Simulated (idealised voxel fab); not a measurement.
Process module in this document: voxel gate over fins
The cross-section on display is named cut; it measures 145 nm wide, and its cells are 5 nm squares.
Cross-sections here: square-cell grids, written as top-down lists of bands, a band being one or more rows of cells.
Band entry format. Leading values: height of top, height of bottom, nm. Remainder: materials in left-to-right order, each with its width in nm. Special words: "throughout" on a single material, which then fills the band edge to edge; "empty", empty space.
Heights are expressed relative to 0, this being the level below which the as-received wafer comprises one material exclusively. The lowest band is unbounded in the downward direction and is denoted as in "0 down".
A two-number width, for instance "30..40", indicates that the width is equal to the first number in the top row of the band and to the second number in the bottom row, and that it changes by a constant amount per row of cells.
"changes: none" for a step: no cell of the cross-section changed in that step.
"Sealed voids": empty spaces of 8 cells or more with no open way to the top, each given as width x height at distance, distance from the left edge, all in nm.
If you see something after the settings on a step's line, that's the simulator's own remark about that step.
You can add "overlay nm" to a step's line. For a step with a mask, it describes how far the mask lay to the right of its planned position, and a negative number describes a lay to the left.
Listed below are the process steps as planned
step 1: RECEIVE (material Si)
step 2: CONFORMAL_DEP (material SiN; thk nm 10)
step 3: MASKED_ETCH (tone cover; mask id FINS; width nm 15; pitch nm 45; etch materials SiN; depth nm 10; overlay nm 0)
step 4: MASKED_ETCH (tone cover; mask id FINS; width nm 15; pitch nm 45; etch materials Si; depth nm 35; overlay nm 0)
step 5: OXIDIZE (depth nm 5)
step 6: FILL_DEP (material SiO2; thk nm 10)
step 7: CMP (height nm 10)
step 8: SELECTIVE_ETCH (etch materials SiO2; depth nm 25)
step 9: STRIP (etch materials SiN)
step 10: CONFORMAL_DEP (material HfO2; thk nm 5)
step 11: CONFORMAL_DEP (material TiN; thk nm 5)
step 12: CONFORMAL_DEP (material TiAl; thk nm 5)
step 13: CONFORMAL_DEP (material TiN; thk nm 5)
step 14: FILL_DEP (material W; thk nm 10)
step 15: CMP (height nm 25)
step 16: CONFORMAL_DEP (material SiCN; thk nm 10)
First of two wafers, processed according to plan
So this is the incoming wafer in cross-section - it's already been through step 1
    0 down: Si throughout
    Sealed voids: none
Step 2 complete: cross-section through the wafer
    10 to 0: SiN throughout
    No changes below 0.
Step 3 complete: cross-section through the wafer
    10 to 0: empty 20 nm, then SiN 15 nm, then empty 30 nm, then SiN 15 nm, then empty 30 nm, then SiN 15 nm, then empty 20 nm
    No changes below 0.
Step 4 complete: cross-section through the wafer
    10 to 0: empty 20 nm, then SiN 15 nm, then empty 30 nm, then SiN 15 nm, then empty 30 nm, then SiN 15 nm, then empty 20 nm
    0 to -35: empty 20 nm, then Si 15 nm, then empty 30 nm, then Si 15 nm, then empty 30 nm, then Si 15 nm, then empty 20 nm
    No changes below -35.
Step 5 complete: cross-section through the wafer
    10 to 0: empty 20 nm, then SiN 15 nm, then empty 30 nm, then SiN 15 nm, then empty 30 nm, then SiN 15 nm, then empty 20 nm
    0 to -35: empty 20 nm, then SiO2 5 nm, then Si 5 nm, then SiO2 5 nm, then empty 30 nm, then SiO2 5 nm, then Si 5 nm, then SiO2 5 nm, then empty 30 nm, then SiO2 5 nm, then Si 5 nm, then SiO2 5 nm, then empty 20 nm
    -35 to -40: SiO2 25 nm, then Si 5 nm, then SiO2 40 nm, then Si 5 nm, then SiO2 40 nm, then Si 5 nm, then SiO2 25 nm
    No changes below -40.
Step 6 complete: cross-section through the wafer
    20 to 10: SiO2 throughout
    10 to 0: SiO2 20 nm, then SiN 15 nm, then SiO2 30 nm, then SiN 15 nm, then SiO2 30 nm, then SiN 15 nm, then SiO2 20 nm
    0 to -40: SiO2 25 nm, then Si 5 nm, then SiO2 40 nm, then Si 5 nm, then SiO2 40 nm, then Si 5 nm, then SiO2 25 nm
    No changes below -40.
Step 7 complete: cross-section through the wafer
    10 to 0: SiO2 20 nm, then SiN 15 nm, then SiO2 30 nm, then SiN 15 nm, then SiO2 30 nm, then SiN 15 nm, then SiO2 20 nm
    No changes below 0.
Step 8 complete: cross-section through the wafer
    10 to 0: empty 20 nm, then SiN 15 nm, then empty 30 nm, then SiN 15 nm, then empty 30 nm, then SiN 15 nm, then empty 20 nm
    0 to -15: empty 25 nm, then Si 5 nm, then empty 40 nm, then Si 5 nm, then empty 40 nm, then Si 5 nm, then empty 25 nm
    No changes below -15.
Step 9 complete: cross-section through the wafer
    0 to -15: empty 25 nm, then Si 5 nm, then empty 40 nm, then Si 5 nm, then empty 40 nm, then Si 5 nm, then empty 25 nm
    No changes below -15.
Step 10 complete: cross-section through the wafer
    5 to 0: empty 20 nm, then HfO2 15 nm, then empty 30 nm, then HfO2 15 nm, then empty 30 nm, then HfO2 15 nm, then empty 20 nm
    0 to -10: empty 20 nm, then HfO2 5 nm, then Si 5 nm, then HfO2 5 nm, then empty 30 nm, then HfO2 5 nm, then Si 5 nm, then HfO2 5 nm, then empty 30 nm, then HfO2 5 nm, then Si 5 nm, then HfO2 5 nm, then empty 20 nm
    -10 to -15: HfO2 25 nm, then Si 5 nm, then HfO2 40 nm, then Si 5 nm, then HfO2 40 nm, then Si 5 nm, then HfO2 25 nm
    No changes below -15.
Step 11 complete: cross-section through the wafer
    10 to 5: empty 15 nm, then TiN 25 nm, then empty 20 nm, then TiN 25 nm, then empty 20 nm, then TiN 25 nm, then empty 15 nm
    5 to 0: empty 15 nm, then TiN 5 nm, then HfO2 15 nm, then TiN 5 nm, then empty 20 nm, then TiN 5 nm, then HfO2 15 nm, then TiN 5 nm, then empty 20 nm, then TiN 5 nm, then HfO2 15 nm, then TiN 5 nm, then empty 15 nm
    0 to -5: empty 15 nm, then TiN 5 nm, then HfO2 5 nm, then Si 5 nm, then HfO2 5 nm, then TiN 5 nm, then empty 20 nm, then TiN 5 nm, then HfO2 5 nm, then Si 5 nm, then HfO2 5 nm, then TiN 5 nm, then empty 20 nm, then TiN 5 nm, then HfO2 5 nm, then Si 5 nm, then HfO2 5 nm, then TiN 5 nm, then empty 15 nm
    -5 to -10: TiN 20 nm, then HfO2 5 nm, then Si 5 nm, then HfO2 5 nm, then TiN 30 nm, then HfO2 5 nm, then Si 5 nm, then HfO2 5 nm, then TiN 30 nm, then HfO2 5 nm, then Si 5 nm, then HfO2 5 nm, then TiN 20 nm
    No changes below -10.
Step 12 complete: cross-section through the wafer
    15 to 10: empty 10 nm, then TiAl 35 nm, then empty 10 nm, then TiAl 35 nm, then empty 10 nm, then TiAl 35 nm, then empty 10 nm
    10 to 5: empty 10 nm, then TiAl 5 nm, then TiN 25 nm, then TiAl 5 nm, then empty 10 nm, then TiAl 5 nm, then TiN 25 nm, then TiAl 5 nm, then empty 10 nm, then TiAl 5 nm, then TiN 25 nm, then TiAl 5 nm, then empty 10 nm
    5 to 0: empty 10 nm, then TiAl 5 nm, then TiN 5 nm, then HfO2 15 nm, then TiN 5 nm, then TiAl 5 nm, then empty 10 nm, then TiAl 5 nm, then TiN 5 nm, then HfO2 15 nm, then TiN 5 nm, then TiAl 5 nm, then empty 10 nm, then TiAl 5 nm, then TiN 5 nm, then HfO2 15 nm, then TiN 5 nm, then TiAl 5 nm, then empty 10 nm
    0 to -5: TiAl 15 nm, then TiN 5 nm, then HfO2 5 nm, then Si 5 nm, then HfO2 5 nm, then TiN 5 nm, then TiAl 20 nm, then TiN 5 nm, then HfO2 5 nm, then Si 5 nm, then HfO2 5 nm, then TiN 5 nm, then TiAl 20 nm, then TiN 5 nm, then HfO2 5 nm, then Si 5 nm, then HfO2 5 nm, then TiN 5 nm, then TiAl 15 nm
    No changes below -5.
Step 13 complete: cross-section through the wafer
    20 to 15: empty 5 nm, then TiN 135 nm, then empty 5 nm
    15 to 10: empty 5 nm, then TiN 5 nm, then TiAl 35 nm, then TiN 10 nm, then TiAl 35 nm, then TiN 10 nm, then TiAl 35 nm, then TiN 5 nm, then empty 5 nm
    10 to 5: empty 5 nm, then TiN 5 nm, then TiAl 5 nm, then TiN 25 nm, then TiAl 5 nm, then TiN 10 nm, then TiAl 5 nm, then TiN 25 nm, then TiAl 5 nm, then TiN 10 nm, then TiAl 5 nm, then TiN 25 nm, then TiAl 5 nm, then TiN 5 nm, then empty 5 nm
    5 to 0: TiN 10 nm, then TiAl 5 nm, then TiN 5 nm, then HfO2 15 nm, then TiN 5 nm, then TiAl 5 nm, then TiN 10 nm, then TiAl 5 nm, then TiN 5 nm, then HfO2 15 nm, then TiN 5 nm, then TiAl 5 nm, then TiN 10 nm, then TiAl 5 nm, then TiN 5 nm, then HfO2 15 nm, then TiN 5 nm, then TiAl 5 nm, then TiN 10 nm
    No changes below 0.
Step 14 complete: cross-section through the wafer
    30 to 20: W throughout
    20 to 15: W 5 nm, then TiN 135 nm, then W 5 nm
    15 to 10: W 5 nm, then TiN 5 nm, then TiAl 35 nm, then TiN 10 nm, then TiAl 35 nm, then TiN 10 nm, then TiAl 35 nm, then TiN 5 nm, then W 5 nm
    10 to 5: W 5 nm, then TiN 5 nm, then TiAl 5 nm, then TiN 25 nm, then TiAl 5 nm, then TiN 10 nm, then TiAl 5 nm, then TiN 25 nm, then TiAl 5 nm, then TiN 10 nm, then TiAl 5 nm, then TiN 25 nm, then TiAl 5 nm, then TiN 5 nm, then W 5 nm
    No changes below 5.
Step 15 complete: cross-section through the wafer
    25 to 20: W throughout
    No changes below 20.
Step 16 complete: cross-section through the wafer
    35 to 25: SiCN throughout
    No changes below 25.
Here the second wafer is described. Its start and its plan were those of the first wafer. Its run contained one mistake. Up to and including step 2, it did exactly what the first wafer did
Second wafer cross-section, taken as of the time the plan sets for step 3 to be done
    10 to 0: empty 15 nm, then SiN 15 nm, then empty 30 nm, then SiN 15 nm, then empty 30 nm, then SiN 15 nm, then empty 25 nm
    No changes below 0.
Second wafer cross-section, taken as of the time the plan sets for step 4 to be done
    10 to 0: empty 15 nm, then SiN 15 nm, then empty 30 nm, then SiN 15 nm, then empty 30 nm, then SiN 15 nm, then empty 25 nm
    0 to -35: empty 15 nm, then Si 20 nm, then empty 25 nm, then Si 20 nm, then empty 25 nm, then Si 20 nm, then empty 20 nm
    No changes below -35.
Second wafer cross-section, taken as of the time the plan sets for step 5 to be done
    10 to 0: empty 15 nm, then SiN 15 nm, then empty 30 nm, then SiN 15 nm, then empty 30 nm, then SiN 15 nm, then empty 25 nm
    0 to -5: empty 15 nm, then SiO2 5 nm, then Si 5 nm, then SiO2 10 nm, then empty 25 nm, then SiO2 5 nm, then Si 5 nm, then SiO2 10 nm, then empty 25 nm, then SiO2 5 nm, then Si 5 nm, then SiO2 10 nm, then empty 20 nm
    -5 to -35: empty 15 nm, then SiO2 5 nm, then Si 10 nm, then SiO2 5 nm, then empty 25 nm, then SiO2 5 nm, then Si 10 nm, then SiO2 5 nm, then empty 25 nm, then SiO2 5 nm, then Si 10 nm, then SiO2 5 nm, then empty 20 nm
    -35 to -40: SiO2 20 nm, then Si 10 nm, then SiO2 35 nm, then Si 10 nm, then SiO2 35 nm, then Si 10 nm, then SiO2 25 nm
    No changes below -40.
Second wafer cross-section, taken as of the time the plan sets for step 6 to be done
    20 to 10: SiO2 throughout
    10 to 0: SiO2 15 nm, then SiN 15 nm, then SiO2 30 nm, then SiN 15 nm, then SiO2 30 nm, then SiN 15 nm, then SiO2 25 nm
    0 to -5: SiO2 20 nm, then Si 5 nm, then SiO2 40 nm, then Si 5 nm, then SiO2 40 nm, then Si 5 nm, then SiO2 30 nm
    -5 to -40: SiO2 20 nm, then Si 10 nm, then SiO2 35 nm, then Si 10 nm, then SiO2 35 nm, then Si 10 nm, then SiO2 25 nm
    No changes below -40.
Second wafer cross-section, taken as of the time the plan sets for step 7 to be done
    10 to 0: SiO2 15 nm, then SiN 15 nm, then SiO2 30 nm, then SiN 15 nm, then SiO2 30 nm, then SiN 15 nm, then SiO2 25 nm
    No changes below 0.
Second wafer cross-section, taken as of the time the plan sets for step 8 to be done
    10 to 0: empty 15 nm, then SiN 15 nm, then empty 30 nm, then SiN 15 nm, then empty 30 nm, then SiN 15 nm, then empty 25 nm
    0 to -5: empty 20 nm, then Si 5 nm, then empty 40 nm, then Si 5 nm, then empty 40 nm, then Si 5 nm, then empty 30 nm
    -5 to -15: empty 20 nm, then Si 10 nm, then empty 35 nm, then Si 10 nm, then empty 35 nm, then Si 10 nm, then empty 25 nm
    No changes below -15.
Second wafer cross-section, taken as of the time the plan sets for step 9 to be done
    0 to -5: empty 20 nm, then Si 5 nm, then empty 40 nm, then Si 5 nm, then empty 40 nm, then Si 5 nm, then empty 30 nm
    No changes below -5.
Second wafer cross-section, taken as of the time the plan sets for step 10 to be done
    5 to 0: empty 15 nm, then HfO2 15 nm, then empty 30 nm, then HfO2 15 nm, then empty 30 nm, then HfO2 15 nm, then empty 25 nm
    0 to -10: empty 15 nm, then HfO2 5 nm, then Si 5..10 nm, then HfO2 10..5 nm, then empty 25 nm, then HfO2 5 nm, then Si 5..10 nm, then HfO2 10..5 nm, then empty 25 nm, then HfO2 5 nm, then Si 5..10 nm, then HfO2 10..5 nm, then empty 20 nm
    -10 to -15: HfO2 20 nm, then Si 10 nm, then HfO2 35 nm, then Si 10 nm, then HfO2 35 nm, then Si 10 nm, then HfO2 25 nm
    No changes below -15.
Second wafer cross-section, taken as of the time the plan sets for step 11 to be done
    10 to 5: empty 10 nm, then TiN 25 nm, then empty 20 nm, then TiN 25 nm, then empty 20 nm, then TiN 25 nm, then empty 20 nm
    5 to 0: empty 10 nm, then TiN 5 nm, then HfO2 15 nm, then TiN 10 nm, then empty 15 nm, then TiN 5 nm, then HfO2 15 nm, then TiN 10 nm, then empty 15 nm, then TiN 5 nm, then HfO2 15 nm, then TiN 10 nm, then empty 15 nm
    0 to -5: empty 10 nm, then TiN 5 nm, then HfO2 5 nm, then Si 5 nm, then HfO2 10 nm, then TiN 5 nm, then empty 15 nm, then TiN 5 nm, then HfO2 5 nm, then Si 5 nm, then HfO2 10 nm, then TiN 5 nm, then empty 15 nm, then TiN 5 nm, then HfO2 5 nm, then Si 5 nm, then HfO2 10 nm, then TiN 5 nm, then empty 15 nm
    -5 to -10: TiN 15 nm, then HfO2 5 nm, then Si 10 nm, then HfO2 5 nm, then TiN 25 nm, then HfO2 5 nm, then Si 10 nm, then HfO2 5 nm, then TiN 25 nm, then HfO2 5 nm, then Si 10 nm, then HfO2 5 nm, then TiN 20 nm
    No changes below -10.
Second wafer cross-section, taken as of the time the plan sets for step 12 to be done
    15 to 10: empty 5 nm, then TiAl 35 nm, then empty 10 nm, then TiAl 35 nm, then empty 10 nm, then TiAl 35 nm, then empty 15 nm
    10 to 5: empty 5 nm, then TiAl 5 nm, then TiN 25 nm, then TiAl 10 nm, then empty 5 nm, then TiAl 5 nm, then TiN 25 nm, then TiAl 10 nm, then empty 5 nm, then TiAl 5 nm, then TiN 25 nm, then TiAl 10 nm, then empty 10 nm
    5 to 0: empty 5 nm, then TiAl 5 nm, then TiN 5 nm, then HfO2 15 nm, then TiN 10 nm, then TiAl 5 nm, then empty 5 nm, then TiAl 5 nm, then TiN 5 nm, then HfO2 15 nm, then TiN 10 nm, then TiAl 5 nm, then empty 5 nm, then TiAl 5 nm, then TiN 5 nm, then HfO2 15 nm, then TiN 10 nm, then TiAl 5 nm, then empty 10 nm
    0 to -5: TiAl 10 nm, then TiN 5 nm, then HfO2 5 nm, then Si 5 nm, then HfO2 10 nm, then TiN 5 nm, then TiAl 15 nm, then TiN 5 nm, then HfO2 5 nm, then Si 5 nm, then HfO2 10 nm, then TiN 5 nm, then TiAl 15 nm, then TiN 5 nm, then HfO2 5 nm, then Si 5 nm, then HfO2 10 nm, then TiN 5 nm, then TiAl 15 nm
    No changes below -5.
Second wafer cross-section, taken as of the time the plan sets for step 13 to be done
    20 to 15: TiN 135 nm, then empty 10 nm
    15 to 10: TiN 5 nm, then TiAl 35 nm, then TiN 10 nm, then TiAl 35 nm, then TiN 10 nm, then TiAl 35 nm, then TiN 10 nm, then empty 5 nm
    10 to 5: TiN 5 nm, then TiAl 5 nm, then TiN 25 nm, then TiAl 10 nm, then TiN 5 nm, then TiAl 5 nm, then TiN 25 nm, then TiAl 10 nm, then TiN 5 nm, then TiAl 5 nm, then TiN 25 nm, then TiAl 10 nm, then TiN 5 nm, then empty 5 nm
    5 to 0: TiN 5 nm, then TiAl 5 nm, then TiN 5 nm, then HfO2 15 nm, then TiN 10 nm, then TiAl 5 nm, then TiN 5 nm, then TiAl 5 nm, then TiN 5 nm, then HfO2 15 nm, then TiN 10 nm, then TiAl 5 nm, then TiN 5 nm, then TiAl 5 nm, then TiN 5 nm, then HfO2 15 nm, then TiN 10 nm, then TiAl 5 nm, then TiN 10 nm
    No changes below 0.
Second wafer cross-section, taken as of the time the plan sets for step 14 to be done
    30 to 20: W throughout
    20 to 15: TiN 135 nm, then W 10 nm
    15 to 10: TiN 5 nm, then TiAl 35 nm, then TiN 10 nm, then TiAl 35 nm, then TiN 10 nm, then TiAl 35 nm, then TiN 10 nm, then W 5 nm
    10 to 5: TiN 5 nm, then TiAl 5 nm, then TiN 25 nm, then TiAl 10 nm, then TiN 5 nm, then TiAl 5 nm, then TiN 25 nm, then TiAl 10 nm, then TiN 5 nm, then TiAl 5 nm, then TiN 25 nm, then TiAl 10 nm, then TiN 5 nm, then W 5 nm
    No changes below 5.
Second wafer cross-section, taken as of the time the plan sets for step 15 to be done
    25 to 20: W throughout
    No changes below 20.
Second wafer cross-section, taken as of the time the plan sets for step 16 to be done
    35 to 25: SiCN throughout
    No changes below 25.
Heads up, the wafer didn't run the way we planned it: step 3 off recipe, ran as MASKED_ETCH (tone cover; mask id FINS; width nm 15; pitch nm 45; etch materials SiN; depth nm 10; overlay nm -5)
The second wafer ends with more or fewer cells of some materials than the first, per final count: Si +21, SiO2 -15, TiN -4, W -2
